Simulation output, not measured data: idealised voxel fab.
This section sets out a process module, namely voxel lift off.
Xsec cut, 230 nm wide, square cell size 5 nm.
Heads up, the way a cross-section reads in here is a grid of square cells, handed over as bands from the top down, with every band being one or more rows of cells.
Quick guide to a band line: top height, bottom height (nm) up front; then every material left to right with its width in nm. Only one material and it's marked "throughout"? Then it fills the band edge to edge. And "blank" just means empty space.
Zero point of the height axis is 0; under it, received wafer = one material. Lowest band: continues down indefinitely, "top 0, no bottom".
Quick explanation for "30..40": the width changes in equal steps down the rows of cells, from the first number in the band's top row to the second number in its bottom row.
Where a step carries "no change occurred", the cross-section came out of it unchanged, cell for cell.
"Internal closed voids" specifies each empty space that is not open to the top and that occupies no fewer than 8 cells, using the form width x height at distance, the distance measured from the left edge and all three quantities in nm.
Formally, on a step line, whatever follows the settings is a remark that the simulator itself makes on the step.
overlay nm: how far to the right of its planned place the mask lay on this masked step (negative: to the left).

**The steps planned for the process are as follows**
step 1: RECEIVE,material Si
step 2: CONFORMAL_DEP,material SiN,thk nm 15
step 3: PATTERN,tone open,mask id LINES,material resist,width nm 25,pitch nm 55,thk nm 15,overlay nm 0
step 4: DIRECTIONAL_DEP,material Ru,thk nm 5
step 5: STRIP,etch materials resist
step 6: CONFORMAL_DEP,material SiO2,thk nm 10

**Received-state cross-section, reflecting completion of step 1**
    top 0, no bottom: Si throughout
    Internal closed voids: none

**One mistake in running the module, otherwise start and plan as above: cross-section at the end**
    top 30, bottom 25: 40 nm blank; 35 nm SiO2; 20 nm blank; 35 nm SiO2; 20 nm blank; 35 nm SiO2; 45 nm blank
    top 25, bottom 20: SiO2 throughout
    top 20, bottom 15: 50 nm SiO2; 15 nm Ru; 40 nm SiO2; 15 nm Ru; 40 nm SiO2; 15 nm Ru; 55 nm SiO2
    top 15, bottom 0: SiN throughout
    top 0, no bottom: Si throughout
    Internal closed voids: none
Here's what went sideways: so step 3 ended up running with a different setting than we planned, it ran as PATTERN,tone open,mask id LINES,material resist,width nm 15,pitch nm 55,thk nm 15,overlay nm 0
